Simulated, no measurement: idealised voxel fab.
You're looking at the process module voxel capacitor over wiring.
Square cells of 5 nm make up the cross-section cut, whose width is 265 nm.
Bands, listed from the top down, are how a cross-section gets written in this document; the cross-section itself is a grid of square cells, and a band is one or more rows of them. Band: top height; bottom height; in nm. Then, left to right: material with width in nm, for each material. "all across": a single material spanning edge to edge. "blank": empty space. Zero point of the height axis is 0; under it, received wafer = one material. Lowest band: continues down indefinitely, "0 -> down". A width given as "30..40" starts at the first number in the band's top row and ends at the second number in its bottom row, shifting by an equal amount at every step from row to row. Reading "identical to before" for a step: not a cell of the cross-section changed in it. "Voids, sealed": empty spaces of 8 cells or more with no open way to the top, each given as width x height at distance, distance from the left edge, all in nm. Note: text after step settings on the step line = simulator remark on that step. The "overlay nm" setting may appear on a step's line; for a step that uses a mask, it gives how far to the right of its planned position the mask lay, and a negative value indicates the left.

SO HERE'S THE LINEUP OF PROCESS STEPS WE PLANNED
1: RECEIVE with material Si
2: CONFORMAL_DEP with material SiO2, thk nm 15
3: CONFORMAL_DEP with material SiCN, thk nm 5
4: DIRECTIONAL_DEP with material lowk, thk nm 20
5: DIRECTIONAL_DEP with material aC, thk nm 10
6: PATTERN with tone open, mask id METAL_1, material resist, width nm 30, pitch nm 80, thk nm 25, overlay nm 0
7: DIRECTIONAL_ETCH with etch materials aC, depth nm 10
8: STRIP with etch materials resist
9: DIRECTIONAL_ETCH with etch materials lowk, depth nm 20
10: DIRECTIONAL_ETCH with etch materials SiCN, depth nm 5
11: STRIP with etch materials aC
12: CONFORMAL_DEP with material TiN, thk nm 5
13: FILL_DEP with material Ru, thk nm 10
14: CMP with height nm 40
15: EPI with material Ru, thk nm 5
16: FILL_DEP with material SiCN, thk nm 5
17: DIRECTIONAL_DEP with material SiO2, thk nm 20
18: DIRECTIONAL_DEP with material aC, thk nm 10
19: PATTERN with tone open, mask id PLUG_1, material resist, width nm 15, thk nm 25, overlay nm 0
20: DIRECTIONAL_ETCH with etch materials aC, depth nm 10
21: STRIP with etch materials resist
22: DIRECTIONAL_ETCH with etch materials SiO2, depth nm 20
23: DIRECTIONAL_ETCH with etch materials SiCN, depth nm 5
24: STRIP with etch materials aC
25: CONFORMAL_DEP with material TiN, thk nm 5
26: FILL_DEP with material Cu, thk nm 5
27: CMP with height nm 70
28: DIRECTIONAL_DEP with material TiN, thk nm 5
29: DIRECTIONAL_DEP with material SiN, thk nm 5
30: DIRECTIONAL_DEP with material TiN, thk nm 5
31: DIRECTIONAL_DEP with material aC, thk nm 15
32: PATTERN with tone cover, mask id UPPER_PLATE, material resist, width nm 55, thk nm 30, overlay nm 0
33: DIRECTIONAL_ETCH with etch materials aC, depth nm 15
34: STRIP with etch materials resist
35: DIRECTIONAL_ETCH with etch materials TiN, depth nm 5
36: DIRECTIONAL_ETCH with etch materials SiN, depth nm 5
37: STRIP with etch materials aC
38: MASKED_ETCH with tone cover, mask id LOWER_PLATE, width nm 65, etch materials TiN, depth nm 5, overlay nm 0
39: FILL_DEP with material SiO2, thk nm 15
40: CMP with height nm 95
41: MASKED_ETCH with tone open, mask id PLUG_2, width nm 15, etch materials SiO2, depth nm 10, overlay nm 0
42: CONFORMAL_DEP with material TiN, thk nm 5
43: FILL_DEP with material Cu, thk nm 5
44: CMP with height nm 95
45: CONFORMAL_DEP with material SiCN, thk nm 5

SHOWN IN CROSS-SECTION IS THE WAFER AS RECEIVED, THAT IS, AS IT STANDS AFTER STEP 1
    0 -> down  Si all across
    Voids, sealed: none

CROSS-SECTIONAL VIEW OF THE FIRST OF THE TWO WAFERS UPON COMPLETION OF THE MODULE, PROCESSED IN ACCORDANCE WITH THE PLAN
    100 -> 95  SiCN all across
    95 -> 90  100 of SiO2, 5 of TiN, 5 of Cu, 5 of TiN, 150 of SiO2
    90 -> 80  100..90 of SiO2, 15..55 of TiN, 150..120 of SiO2
    80 -> 75  90 of SiO2, 55 of SiN, 120 of SiO2
    75 -> 70  85 of SiO2, 65 of TiN, 115 of SiO2
    70 -> 50  90 of SiO2, 5 of TiN, 5 of Cu, 5 of TiN, 160 of SiO2
    50 -> 45  90 of SiCN, 15 of TiN, 160 of SiCN
    45 -> 40  70 of SiCN, 40 of Ru, 40 of SiCN, 40 of Ru, 75 of SiCN
    40 -> 20  75 of lowk, 5 of TiN, 20 of Ru, 5 of TiN, 50 of lowk, 5 of TiN, 20 of Ru, 5 of TiN, 80 of lowk
    20 -> 15  75 of SiCN, 30 of TiN, 50 of SiCN, 30 of TiN, 80 of SiCN
    15 -> 0  SiO2 all across
    0 -> down  Si all across
    Voids, sealed: none

SECOND WAFER OF THE TWO, SECTIONED AT THE END OF THE MODULE. IT BEGAN LIKE THE FIRST AND FOLLOWED THE SAME PLAN, BUT ONE MISTAKE WAS MADE WHILE RUNNING IT
    100 -> 95  SiCN all across
    95 -> 90  110 of SiO2, 5 of TiN, 5 of Cu, 5 of TiN, 140 of SiO2
    90 -> 80  110..90 of SiO2, 15..55 of TiN, 140..120 of SiO2
    80 -> 75  90 of SiO2, 55 of SiN, 120 of SiO2
    75 -> 70  85 of SiO2, 65 of TiN, 115 of SiO2
    70 -> 50  90 of SiO2, 5 of TiN, 5 of Cu, 5 of TiN, 160 of SiO2
    50 -> 45  90 of SiCN, 15 of TiN, 160 of SiCN
    45 -> 40  70 of SiCN, 40 of Ru, 40 of SiCN, 40 of Ru, 75 of SiCN
    40 -> 20  75 of lowk, 5 of TiN, 20 of Ru, 5 of TiN, 50 of lowk, 5 of TiN, 20 of Ru, 5 of TiN, 80 of lowk
    20 -> 15  75 of SiCN, 30 of TiN, 50 of SiCN, 30 of TiN, 80 of SiCN
    15 -> 0  SiO2 all across
    0 -> down  Si all across
    Voids, sealed: none
The mistake made against the process plan was this: step 41, actual vs plan mismatch, actual run MASKED_ETCH with tone open, mask id PLUG_2, width nm 15, etch materials SiO2, depth nm 10, overlay nm 10
Upon completion, the cell count for each material on the second wafer equals that on the first, whereas the spatial distribution of those cells differs.
